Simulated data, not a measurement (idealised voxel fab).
A process module follows: voxel lift off.
Square cells of 5 nm make up the cross-section cut, whose width is 205 nm.
When this document writes out a cross-section, it uses a grid of square cells and lists it as bands, beginning at the top and moving down, with a band standing for one or more rows of cells.
A band entry consists of two parts. The first gives the height of the band's top and the height of its bottom, in nm. The rest lists the band's materials from left to right, each with its width in nm. A single material labelled with the word "all across" fills the band from edge to edge, and the word "blank" marks empty space.
We count height from 0. Below that, the starting wafer is all one material. The lowest band never ends at the bottom but goes on down; see "top 0, no bottom" for how that is written.
A width such as "30->40" changes by the same amount from each row of cells to the next, from the band's top row to its bottom row.
Key: "left unchanged" - step with no changed cell in the cross-section.
Any empty space of 8 cells or more lacking an open way to the top shows up in "Sealed void inventory" as width x height at distance, distance from the left edge, in nm.
It should be noted that, on the line of a given step, the content following the step's settings is a remark produced by the simulator itself with respect to that step.
On any step carrying a mask, the "overlay nm" setting, if present on the step's line, tells how far right of its planned place the mask lay; negative values point to the left.
## plan
step 1: RECEIVE [material Si]
step 2: CONFORMAL_DEP [material SiN] [thk nm 5]
step 3: PATTERN [tone open] [mask id LINES] [material resist] [width nm 15] [pitch nm 40] [thk nm 25] [overlay nm 0]
step 4: DIRECTIONAL_DEP [material Ru] [thk nm 15]
step 5: STRIP [etch materials resist]
step 6: CONFORMAL_DEP [material SiO2] [thk nm 5]
## Cross-sectional view of the wafer in its as-received condition, corresponding to the state after step 1
- top 0, no bottom: Si all across
- Sealed void inventory: none
## Starting wafer: above. Plan: above. Run: one mistake. Cross-section after the module: below
- top 25, bottom 20: 80 SiO2, then 5 blank, then 35 SiO2, then 5 blank, then 80 SiO2
- top 20, bottom 10: 75 Ru, then 5 SiO2, then 5 blank, then 5 SiO2, then 25 Ru, then 5 SiO2, then 5 blank, then 5 SiO2, then 75 Ru
- top 10, bottom 5: 75 Ru, then 15 SiO2, then 25 Ru, then 15 SiO2, then 75 Ru
- top 5, bottom 0: SiN all across
- top 0, no bottom: Si all across
- Sealed void inventory: none
It is concluded that the wafer was processed incorrectly with respect to the plan, in that in deviation from the planned setting, step 3 was conducted as PATTERN [tone cover] [mask id LINES] [material resist] [width nm 15] [pitch nm 40] [thk nm 25] [overlay nm 0]
